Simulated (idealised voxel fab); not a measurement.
Process module heading - voxel self aligned vias
We display cut, a cross-section 225 nm in width whose square cells are each 5 nm.
Heads up, the way a cross-section reads in here is a grid of square cells, handed over as bands from the top down, with every band being one or more rows of cells.
Read a band's entry like this: the first values are the height of its top and the height of its bottom in nm, and what follows is the sequence of materials from left to right, each with its width in nm. Note that "blank" is empty space, and that a single material marked "edge to edge" reaches across the band from edge to edge.
Measure heights from 0. That's the level where, below it, the as-received wafer is all one material. The lowest band is bottomless and extends downward; write it as in "0..down".
You'd read "30..40" like this: the band's top row of cells is as wide as the first number, its bottom row is as wide as the second, and going down, every row changes width by the same amount as the row before did.
"identical to before" (step): cross-section cells unchanged, all of them.
Closed empty spaces (no open way to the top) of 8 cells or more are what "Fully closed voids" lists, each as width x height at distance from the left edge, nm for all three.
Whatever follows a step's settings on its line is a remark the simulator itself makes about that step.
You can add "overlay nm" to a step's line. For a step with a mask, it describes how far the mask lay to the right of its planned position, and a negative number describes a lay to the left.

Process steps (planned):
- 1: RECEIVE with material Si
- 2: CONFORMAL_DEP with material SiO2, thk nm 15
- 3: CONFORMAL_DEP with material SiCN, thk nm 5
- 4: DIRECTIONAL_DEP with material SiO2, thk nm 25
- 5: MASKED_ETCH with tone open, mask id LINES, width nm 25, pitch nm 55, etch materials SiO2, depth nm 25, overlay nm 0
- 6: CONFORMAL_DEP with material TiN, thk nm 5
- 7: FILL_DEP with material W, thk nm 10
- 8: CMP with height nm 45
- 9: SELECTIVE_ETCH with etch materials W Ru TiN, depth nm 5
- 10: FILL_DEP with material SiN, thk nm 5
- 11: CMP with height nm 45
- 12: DIRECTIONAL_DEP with material SiO2, thk nm 15
- 13: MASKED_ETCH with tone open, mask id VIAS, width nm 35, pitch nm 55, etch materials SiO2, depth nm 15, overlay nm 0
- 14: MASKED_ETCH with tone open, mask id VIAS, width nm 35, pitch nm 55, etch materials SiN, depth nm 5, overlay nm 0
- 15: CONFORMAL_DEP with material TiN, thk nm 5
- 16: FILL_DEP with material W, thk nm 10
- 17: CMP with height nm 60
- 18: CONFORMAL_DEP with material SiN, thk nm 5

On the first of the two wafers: run conducted according to plan:

Incoming wafer in cross-section (state: after step 1):
> 0..down | Si edge to edge
> Fully closed voids: none

Once step 2 is through, the wafer looks like this in cross-section:
> 15..0 | SiO2 edge to edge
> Anything lower than 0 is untouched.

Once step 3 is through, the wafer looks like this in cross-section:
> 20..15 | SiCN edge to edge
> Anything lower than 15 is untouched.

Once step 4 is through, the wafer looks like this in cross-section:
> 45..20 | SiO2 edge to edge
> Anything lower than 20 is untouched.

Once step 5 is through, the wafer looks like this in cross-section:
> 45..20 | 70 nm SiO2, then 25 nm blank, then 30 nm SiO2, then 25 nm blank, then 75 nm SiO2
> Anything lower than 20 is untouched.

Once step 6 is through, the wafer looks like this in cross-section:
> 50..45 | 75 nm TiN, then 15 nm blank, then 40 nm TiN, then 15 nm blank, then 80 nm TiN
> 45..25 | 70 nm SiO2, then 5 nm TiN, then 15 nm blank, then 5 nm TiN, then 30 nm SiO2, then 5 nm TiN, then 15 nm blank, then 5 nm TiN, then 75 nm SiO2
> 25..20 | 70 nm SiO2, then 25 nm TiN, then 30 nm SiO2, then 25 nm TiN, then 75 nm SiO2
> Anything lower than 20 is untouched.

Once step 7 is through, the wafer looks like this in cross-section:
> 60..50 | W edge to edge
> 50..45 | 75 nm TiN, then 15 nm W, then 40 nm TiN, then 15 nm W, then 80 nm TiN
> 45..25 | 70 nm SiO2, then 5 nm TiN, then 15 nm W, then 5 nm TiN, then 30 nm SiO2, then 5 nm TiN, then 15 nm W, then 5 nm TiN, then 75 nm SiO2
> Anything lower than 25 is untouched.

Once step 8 is through, the wafer looks like this in cross-section:
> 45..25 | 70 nm SiO2, then 5 nm TiN, then 15 nm W, then 5 nm TiN, then 30 nm SiO2, then 5 nm TiN, then 15 nm W, then 5 nm TiN, then 75 nm SiO2
> Anything lower than 25 is untouched.

Once step 9 is through, the wafer looks like this in cross-section:
> 45..40 | 70 nm SiO2, then 25 nm blank, then 30 nm SiO2, then 25 nm blank, then 75 nm SiO2
> Anything lower than 40 is untouched.

Once step 10 is through, the wafer looks like this in cross-section:
> 50..45 | SiN edge to edge
> 45..40 | 70 nm SiO2, then 25 nm SiN, then 30 nm SiO2, then 25 nm SiN, then 75 nm SiO2
> Anything lower than 40 is untouched.

Once step 11 is through, the wafer looks like this in cross-section:
> 45..40 | 70 nm SiO2, then 25 nm SiN, then 30 nm SiO2, then 25 nm SiN, then 75 nm SiO2
> Anything lower than 40 is untouched.

Once step 12 is through, the wafer looks like this in cross-section:
> 60..45 | SiO2 edge to edge
> Anything lower than 45 is untouched.

Once step 13 is through, the wafer looks like this in cross-section:
> 60..45 | 65 nm SiO2, then 35 nm blank, then 20 nm SiO2, then 35 nm blank, then 70 nm SiO2
> Anything lower than 45 is untouched.

Once step 14 is through, the wafer looks like this in cross-section:
> 60..45 | 65 nm SiO2, then 35 nm blank, then 20 nm SiO2, then 35 nm blank, then 70 nm SiO2
> 45..40 | 70 nm SiO2, then 25 nm blank, then 30 nm SiO2, then 25 nm blank, then 75 nm SiO2
> Anything lower than 40 is untouched.

Once step 15 is through, the wafer looks like this in cross-section:
> 65..60 | 70 nm TiN, then 25 nm blank, then 30 nm TiN, then 25 nm blank, then 75 nm TiN
> 60..50 | 65 nm SiO2, then 5 nm TiN, then 25 nm blank, then 5 nm TiN, then 20 nm SiO2, then 5 nm TiN, then 25 nm blank, then 5 nm TiN, then 70 nm SiO2
> 50..45 | 65 nm SiO2, then 10 nm TiN, then 15 nm blank, then 10 nm TiN, then 20 nm SiO2, then 10 nm TiN, then 15 nm blank, then 10 nm TiN, then 70 nm SiO2
> 45..40 | 70 nm SiO2, then 25 nm TiN, then 30 nm SiO2, then 25 nm TiN, then 75 nm SiO2
> Anything lower than 40 is untouched.

Once step 16 is through, the wafer looks like this in cross-section:
> 75..65 | W edge to edge
> 65..60 | 70 nm TiN, then 25 nm W, then 30 nm TiN, then 25 nm W, then 75 nm TiN
> 60..50 | 65 nm SiO2, then 5 nm TiN, then 25 nm W, then 5 nm TiN, then 20 nm SiO2, then 5 nm TiN, then 25 nm W, then 5 nm TiN, then 70 nm SiO2
> 50..45 | 65 nm SiO2, then 10 nm TiN, then 15 nm W, then 10 nm TiN, then 20 nm SiO2, then 10 nm TiN, then 15 nm W, then 10 nm TiN, then 70 nm SiO2
> Anything lower than 45 is untouched.

Once step 17 is through, the wafer looks like this in cross-section:
> 60..50 | 65 nm SiO2, then 5 nm TiN, then 25 nm W, then 5 nm TiN, then 20 nm SiO2, then 5 nm TiN, then 25 nm W, then 5 nm TiN, then 70 nm SiO2
> Anything lower than 50 is untouched.

Once step 18 is through, the wafer looks like this in cross-section:
> 65..60 | SiN edge to edge
> Anything lower than 60 is untouched.

Companion wafer, the second of two: same beginning, same intended sequence, one mistake in carrying it out; through step 3 inclusive it tracks the first exactly:

Second wafer: cross-section at the scheduled end of step 4:
> 35..20 | SiO2 edge to edge
> Anything lower than 20 is untouched.

Second wafer: cross-section at the scheduled end of step 5:
> 35..20 | 70 nm SiO2, then 25 nm blank, then 30 nm SiO2, then 25 nm blank, then 75 nm SiO2
> Anything lower than 20 is untouched.

Second wafer: cross-section at the scheduled end of step 6:
> 40..35 | 75 nm TiN, then 15 nm blank, then 40 nm TiN, then 15 nm blank, then 80 nm TiN
> 35..25 | 70 nm SiO2, then 5 nm TiN, then 15 nm blank, then 5 nm TiN, then 30 nm SiO2, then 5 nm TiN, then 15 nm blank, then 5 nm TiN, then 75 nm SiO2
> 25..20 | 70 nm SiO2, then 25 nm TiN, then 30 nm SiO2, then 25 nm TiN, then 75 nm SiO2
> Anything lower than 20 is untouched.

Second wafer: cross-section at the scheduled end of step 7:
> 50..40 | W edge to edge
> 40..35 | 75 nm TiN, then 15 nm W, then 40 nm TiN, then 15 nm W, then 80 nm TiN
> 35..25 | 70 nm SiO2, then 5 nm TiN, then 15 nm W, then 5 nm TiN, then 30 nm SiO2, then 5 nm TiN, then 15 nm W, then 5 nm TiN, then 75 nm SiO2
> Anything lower than 25 is untouched.

Second wafer: cross-section at the scheduled end of step 8:
> 45..40 | W edge to edge
> Anything lower than 40 is untouched.

Second wafer: cross-section at the scheduled end of step 9:
> 40..35 | 75 nm TiN, then 15 nm W, then 40 nm TiN, then 15 nm W, then 80 nm TiN
> Anything lower than 35 is untouched.

Second wafer: cross-section at the scheduled end of step 10:
> 45..40 | SiN edge to edge
> Anything lower than 40 is untouched.

Second wafer: cross-section at the scheduled end of step 11: identical to before

Second wafer: cross-section at the scheduled end of step 12:
> 60..45 | SiO2 edge to edge
> Anything lower than 45 is untouched.

Second wafer: cross-section at the scheduled end of step 13:
> 60..45 | 65 nm SiO2, then 35 nm blank, then 20 nm SiO2, then 35 nm blank, then 70 nm SiO2
> Anything lower than 45 is untouched.

Second wafer: cross-section at the scheduled end of step 14:
> 60..45 | 65 nm SiO2, then 35 nm blank, then 20 nm SiO2, then 35 nm blank, then 70 nm SiO2
> 45..40 | 65 nm SiN, then 35 nm blank, then 20 nm SiN, then 35 nm blank, then 70 nm SiN
> Anything lower than 40 is untouched.

Second wafer: cross-section at the scheduled end of step 15:
> 65..60 | 70 nm TiN, then 25 nm blank, then 30 nm TiN, then 25 nm blank, then 75 nm TiN
> 60..45 | 65 nm SiO2, then 5 nm TiN, then 25 nm blank, then 5 nm TiN, then 20 nm SiO2, then 5 nm TiN, then 25 nm blank, then 5 nm TiN, then 70 nm SiO2
> 45..40 | 65 nm SiN, then 35 nm TiN, then 20 nm SiN, then 35 nm TiN, then 70 nm SiN
> Anything lower than 40 is untouched.

Second wafer: cross-section at the scheduled end of step 16:
> 75..65 | W edge to edge
> 65..60 | 70 nm TiN, then 25 nm W, then 30 nm TiN, then 25 nm W, then 75 nm TiN
> 60..45 | 65 nm SiO2, then 5 nm TiN, then 25 nm W, then 5 nm TiN, then 20 nm SiO2, then 5 nm TiN, then 25 nm W, then 5 nm TiN, then 70 nm SiO2
> Anything lower than 45 is untouched.

Second wafer: cross-section at the scheduled end of step 17:
> 60..45 | 65 nm SiO2, then 5 nm TiN, then 25 nm W, then 5 nm TiN, then 20 nm SiO2, then 5 nm TiN, then 25 nm W, then 5 nm TiN, then 70 nm SiO2
> Anything lower than 45 is untouched.

Second wafer: cross-section at the scheduled end of step 18:
> 65..60 | SiN edge to edge
> Anything lower than 60 is untouched.
what went wrong: note that step 4 departed from the planned setting and was carried out as DIRECTIONAL_DEP with material SiO2, thk nm 15
Per the end-of-run cell counts, the second wafer holds more or fewer of some materials than the first: SiN: 31 more | SiO2: 70 fewer | TiN: 35 more | W: 4 more
